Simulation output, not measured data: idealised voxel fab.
You're looking at the process module voxel self aligned vias.
This is section cut - it's 290 nm across, gridded in 5 nm square cells.
We lay out every cross-section as a grid of square cells and spell it out in bands from the top down, where one band means one or more rows of cells.
Look at the band entry: it leads with the top's height and the bottom's height in nm. Then it lists the materials left to right, with a width in nm for each. The word "full width" on a single material says that material fills the band edge to edge. The word "air" is empty space.
Note: height 0 marks the level under which the wafer is uniformly one material as received. Lowest band unbounded below, written "0 and below".
Read "30 to 40" as a graded width: first number on top, second number at the bottom, same change between each pair of neighbouring rows.
Basically "identical to before" means that step didn't change any cell in the cross-section.
Voids not open to the top, 8 cells minimum: see "Enclosed internal voids". Written width x height at distance; distance is from the left edge; nm.
Formally, on a step line, whatever follows the settings is a remark that the simulator itself makes on the step.
overlay nm, on a step with a mask: how far to the right of its planned place the mask lay; to the left if negative

The planned process steps are enumerated hereunder
1. RECEIVE [material Si]
2. CONFORMAL_DEP [material SiO2] [thk nm 10]
3. CONFORMAL_DEP [material SiCN] [thk nm 5]
4. DIRECTIONAL_DEP [material lowk] [thk nm 25]
5. MASKED_ETCH [tone open] [mask id LINES] [width nm 15] [pitch nm 65] [etch materials lowk] [depth nm 25] [overlay nm 0]
6. CONFORMAL_DEP [material TiN] [thk nm 5]
7. FILL_DEP [material Ru] [thk nm 5]
8. CMP [height nm 40]
9. SELECTIVE_ETCH [etch materials W Ru TiN] [depth nm 10]
10. FILL_DEP [material SiN] [thk nm 10]
11. CMP [height nm 40]
12. DIRECTIONAL_DEP [material lowk] [thk nm 20]
13. MASKED_ETCH [tone open] [mask id VIAS] [width nm 45] [etch materials lowk] [depth nm 20] [overlay nm 0]
14. MASKED_ETCH [tone open] [mask id VIAS] [width nm 45] [etch materials SiN] [depth nm 10] [overlay nm 0]
15. CONFORMAL_DEP [material TiN] [thk nm 5]
16. FILL_DEP [material Ru] [thk nm 10]
17. CMP [height nm 60]
18. CONFORMAL_DEP [material SiCN] [thk nm 5]
What sets these wafers apart? The width nm at step 5. They all start alike, and the plan carries the first wafer's value.

Cross-section of the first of several received wafers, showing its state after step 1
> 0 and below  Si full width
> Enclosed internal voids: none

Shown in cross-section: the first of several wafers at the end of the module, after its last step, step 18
> 65 down to 60  SiCN full width
> 60 down to 45  90 of lowk, then 5 of TiN, then 35 of Ru, then 5 of TiN, then 155 of lowk
> 45 down to 40  90 of lowk, then 20 of TiN, then 5 of Ru, then 20 of TiN, then 155 of lowk
> 40 down to 35  105 of lowk, then 5 of TiN, then 5 of Ru, then 5 of TiN, then 50 of lowk, then 15 of SiN, then 105 of lowk
> 35 down to 30  105 of lowk, then 15 of TiN, then 50 of lowk, then 15 of SiN, then 105 of lowk
> 30 down to 20  105 of lowk, then 5 of TiN, then 5 of Ru, then 5 of TiN, then 50 of lowk, then 5 of TiN, then 5 of Ru, then 5 of TiN, then 105 of lowk
> 20 down to 15  105 of lowk, then 15 of TiN, then 50 of lowk, then 15 of TiN, then 105 of lowk
> 15 down to 10  SiCN full width
> 10 down to 0  SiO2 full width
> 0 and below  Si full width
> Enclosed internal voids: none

Cross-section of the final wafer among several, taken at the end of the module
> 65 down to 60  SiCN full width
> 60 down to 45  90 of lowk, then 5 of TiN, then 35 of Ru, then 5 of TiN, then 155 of lowk
> 45 down to 40  90 of lowk, then 10 of TiN, then 30 of Ru, then 5 of TiN, then 155 of lowk
> 40 down to 35  95 of lowk, then 5 of TiN, then 30 of Ru, then 5 of TiN, then 25 of lowk, then 40 of SiN, then 90 of lowk
> 35 down to 30  95 of lowk, then 40 of TiN, then 25 of lowk, then 40 of SiN, then 90 of lowk
> 30 down to 20  95 of lowk, then 5 of TiN, then 30 of Ru, then 5 of TiN, then 25 of lowk, then 5 of TiN, then 30 of Ru, then 5 of TiN, then 90 of lowk
> 20 down to 15  95 of lowk, then 40 of TiN, then 25 of lowk, then 40 of TiN, then 90 of lowk
> 15 down to 10  SiCN full width
> 10 down to 0  SiO2 full width
> 0 and below  Si full width
> Enclosed internal voids: none

Note: the following table is arranged by wafer, a row apiece. Each row reports the end-of-module state: per material, cells gained (+) or cells lost (-) compared with the wafer as received; closed voids follow
width nm 15, +27 Ru, +116 SiCN, +6 SiN, +116 SiO2, +33 TiN, +456 lowk, Enclosed internal voids: none
width nm 20, +33 Ru, +116 SiCN, +8 SiN, +116 SiO2, +35 TiN, +446 lowk, Enclosed internal voids: none
width nm 25, +39 Ru, +116 SiCN, +10 SiN, +116 SiO2, +37 TiN, +436 lowk, Enclosed internal voids: none
width nm 30, +45 Ru, +116 SiCN, +12 SiN, +116 SiO2, +39 TiN, +426 lowk, Enclosed internal voids: none
width nm 35, +51 Ru, +116 SiCN, +14 SiN, +116 SiO2, +41 TiN, +416 lowk, Enclosed internal voids: none
width nm 40, +57 Ru, +116 SiCN, +16 SiN, +116 SiO2, +43 TiN, +406 lowk, Enclosed internal voids: none
